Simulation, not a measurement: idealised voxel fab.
process module | voxel ribs on slabs
cross-section cut | 155 nm wide | cells 5 nm
A cross-section is a grid of square cells, given in bands from the top down. A band is one or more rows of cells.
Each band's line starts with the height of the band's top and of its bottom, in nm. Then come its materials from left to right, each with its width in nm. One material with "throughout" fills the band from edge to edge. "air" is empty space.
Height 0 is the level under which the wafer as received is all one material. The lowest band goes on downwards, as in "0 down".
A width such as "30 to 40" changes by the same amount from each row of cells to the next, from the band's top row to its bottom row.
"no change" after a step means that no cell of the cross-section changed.
closed voids: empty space of 8 cells or more with no open way to the top, each as width x height at its distance from the left edge, in nm
after a step's settings: what the simulator itself notes on the step
overlay nm, on a step with a mask: how far to the right of its planned place the mask lay; to the left if negative
plan
1 op RECEIVE | material Si
2 op DIRECTIONAL_DEP | material SiO2 | thk nm 20
3 op DIRECTIONAL_DEP | material polySi | thk nm 25
4 op MASKED_ETCH | tone cover | mask id RIB | width nm 20 | etch materials polySi | depth nm 20 | overlay nm 0
5 op MASKED_ETCH | tone cover | mask id SLAB | width nm 70 | etch materials polySi | depth nm 5 | overlay nm 0
6 op FILL_DEP | material SiO2 | thk nm 20
7 op CMP | height nm 55
8 op DIRECTIONAL_DEP | material TiN | thk nm 10
9 op PATTERN | tone cover | mask id HEATER | material resist | width nm 30 | thk nm 20 | overlay nm 0
10 op DIRECTIONAL_ETCH | etch materials TiN | depth nm 10
11 op STRIP | etch materials resist
12 op CONFORMAL_DEP | material SiO2 | thk nm 5
as received, after step 1
  0 down: Si throughout
  closed voids: none
a wafer at the end: this start, this plan, one mistake
  70 to 65: air 55 | SiO2 40 | air 60
  65 to 60: air 55 | SiO2 5 | TiN 30 | SiO2 5 | air 60
  60 to 55: SiO2 60 | TiN 30 | SiO2 65
  55 to 45: SiO2 throughout
  45 to 25: SiO2 65 | polySi 20 | SiO2 70
  25 to 20: SiO2 40 | polySi 70 | SiO2 45
  20 to 0: TiN throughout
  0 down: Si throughout
  closed voids: none
what went wrong: step 2 ran as: op DIRECTIONAL_DEP | material TiN | thk nm 20
